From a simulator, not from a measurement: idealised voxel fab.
Documented hereafter: the process module known as voxel local oxidation.
Square cells of 5 nm make up the cross-section cut, whose width is 295 nm.
For the purposes of this document, a cross-section shall be understood as a grid of square cells, specified as bands listed in top-to-bottom order, each band consisting of one or more rows of cells.
Top height, bottom height, nm. Materials left to right, width each, nm. Single material + "throughout" = fills band edge to edge. "blank" = empty.
Height datum 0, below which the as-received substrate wafer is one material. Lowest band open at the bottom, running downward: "z 0 and below".
Think of "30..40" as a width that walks from the first number to the second as you go down the band, top row to bottom row, taking equal-sized steps from row to row.
For the purposes of this document, the phrase "same as before" attached to a step denotes that no cell within the cross-section was modified by that step.
You'll see "Fully sealed cavities" listing empty spaces that have no way open to the top, as long as they're 8 cells or more; the notation is width x height at distance, where the distance is from the left edge, and all of it is in nm.
Where a step's line continues beyond its settings, the continuation is a remark by the simulator itself on that step.
"overlay nm" denotes, for a step that has a mask, the displacement of the mask to the right of its planned place, with negative values corresponding to the left.

**Here's what the planned process steps look like**
1,RECEIVE [material Si]
2,CONFORMAL_DEP [material SiO2] [thk nm 5]
3,CONFORMAL_DEP [material SiN] [thk nm 10]
4,DIRECTIONAL_DEP [material aC] [thk nm 15]
5,PATTERN [tone cover] [mask id ACTIVE] [material resist] [width nm 100] [pitch nm 130] [thk nm 35] [overlay nm 0]
6,DIRECTIONAL_ETCH [etch materials aC] [depth nm 5]
7,STRIP [etch materials resist]
8,DIRECTIONAL_ETCH [etch materials SiN] [depth nm 10]
9,STRIP [etch materials aC]
10,SELECTIVE_ETCH [etch materials SiO2] [depth nm 5]
11,OXIDIZE [depth nm 10]
12,STRIP [etch materials SiN]
Among the wafers covered here, the point of difference is the depth nm at step 6; their starting state is shared, and the plan presents the value of the first wafer.

**As-received state after step 1, first of several wafers, cross-section**
  z 0 and below: Si throughout
  Fully sealed cavities: none

**Heads up, this table goes wafer by wafer. A row tells you, at the end of the module, how many cells of each material that wafer has put on (+) or dropped (-) since it was received, and then its closed voids**
depth nm 5 | +59 SiO2 | Fully sealed cavities: none
depth nm 10 | +59 SiO2 | Fully sealed cavities: none
depth nm 15 | -62 Si | +98 SiO2 | Fully sealed cavities: none
depth nm 20 | -62 Si | +98 SiO2 | Fully sealed cavities: none
depth nm 25 | -62 Si | +98 SiO2 | Fully sealed cavities: none
depth nm 30 | -62 Si | +98 SiO2 | Fully sealed cavities: none
